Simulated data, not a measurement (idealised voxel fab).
The following is a process module called voxel self aligned vias.
Displayed cross-section: cut, width of 295 nm, square cells sized 5 nm.
In this document a cross-section is written as a grid of square cells. It is given as a series of bands, listed from the top down, and a band is one or more rows of cells. A band entry consists of two parts. The first gives the height of the band's top and the height of its bottom, in nm. The rest lists the band's materials from left to right, each with its width in nm. A single material labelled with the word "everywhere" fills the band from edge to edge, and the word "air" marks empty space. Heights are expressed relative to 0, this being the level below which the as-received wafer comprises one material exclusively. The lowest band is unbounded in the downward direction and is denoted as in "z 0 and below". Per-row width for "30..40": begins at first number (top row of band), ends at second number (bottom row), increment between rows held constant. It should be understood that the words "nothing got changed", when stated for a given step, signify that the cross-section underwent no change in any of its cells during that step. Closed-off voids of 8+ cells (no open route to the top) go in "Sealed internal voids", written width x height at distance from the left edge, in nm. Past the settings on a step's line: simulator remark, on that step. overlay nm, on a step with a mask: how far to the right of its planned place the mask lay; to the left if negative.
# The steps planned for the process are as follows
1: RECEIVE [material Si]
2: CONFORMAL_DEP [material SiO2] [thk nm 10]
3: CONFORMAL_DEP [material SiCN] [thk nm 5]
4: DIRECTIONAL_DEP [material lowk] [thk nm 25]
5: DIRECTIONAL_DEP [material aC] [thk nm 10]
6: PATTERN [tone open] [mask id LINES] [material resist] [width nm 25] [pitch nm 50] [thk nm 30] [overlay nm 0]
7: DIRECTIONAL_ETCH [etch materials aC] [depth nm 10]
8: STRIP [etch materials resist]
9: DIRECTIONAL_ETCH [etch materials lowk] [depth nm 25]
10: STRIP [etch materials aC]
11: CONFORMAL_DEP [material TiN] [thk nm 5]
12: FILL_DEP [material Ru] [thk nm 5]
13: CMP [height nm 40]
14: SELECTIVE_ETCH [etch materials W Ru TiN] [depth nm 5]
15: FILL_DEP [material SiN] [thk nm 10]
16: CMP [height nm 40]
17: DIRECTIONAL_DEP [material lowk] [thk nm 15]
18: PATTERN [tone open] [mask id VIAS] [material resist] [width nm 35] [thk nm 15] [overlay nm 0]
19: DIRECTIONAL_ETCH [etch materials lowk] [depth nm 15]
20: DIRECTIONAL_ETCH [etch materials SiN] [depth nm 5]
21: STRIP [etch materials resist]
22: CONFORMAL_DEP [material TiN] [thk nm 5]
23: FILL_DEP [material Cu] [thk nm 10]
24: CMP [height nm 55]
25: CONFORMAL_DEP [material SiCN] [thk nm 5]
# Shown in cross-section is the wafer as received, that is, as it stands after step 1
* z 0 and below = Si everywhere
* Sealed internal voids: none
# As-planned run: cross-section of the first of two wafers at end of module
* z 60 to 55 = SiCN everywhere
* z 55 to 45 = lowk=105, TiN=5, Cu=25, TiN=5, lowk=155
* z 45 to 40 = lowk=105, TiN=10, Cu=15, TiN=10, lowk=155
* z 40 to 35 = lowk=110, TiN=25, lowk=25, SiN=25, lowk=110
* z 35 to 20 = lowk=110, TiN=5, Ru=15, TiN=5, lowk=25, TiN=5, Ru=15, TiN=5, lowk=110
* z 20 to 15 = lowk=110, TiN=25, lowk=25, TiN=25, lowk=110
* z 15 to 10 = SiCN everywhere
* z 10 to 0 = SiO2 everywhere
* z 0 and below = Si everywhere
* Sealed internal voids: none
# This cross-section belongs to the second wafer of two at the end of the module; the start and the plan were shared with the first, and the run included one mistake
* z 60 to 55 = SiCN everywhere
* z 55 to 45 = lowk=110, TiN=5, Cu=25, TiN=5, lowk=150
* z 45 to 40 = lowk=110, TiN=5, Cu=15, TiN=15, lowk=150
* z 40 to 35 = lowk=110, TiN=25, lowk=25, SiN=25, lowk=110
* z 35 to 20 = lowk=110, TiN=5, Ru=15, TiN=5, lowk=25, TiN=5, Ru=15, TiN=5, lowk=110
* z 20 to 15 = lowk=110, TiN=25, lowk=25, TiN=25, lowk=110
* z 15 to 10 = SiCN everywhere
* z 10 to 0 = SiO2 everywhere
* z 0 and below = Si everywhere
* Sealed internal voids: none
Run error: step 18, actual vs plan mismatch, actual run PATTERN [tone open] [mask id VIAS] [material resist] [width nm 35] [thk nm 15] [overlay nm 5]
Heads up: at the end the two wafers have identical cell counts per material, they're just laid out differently.
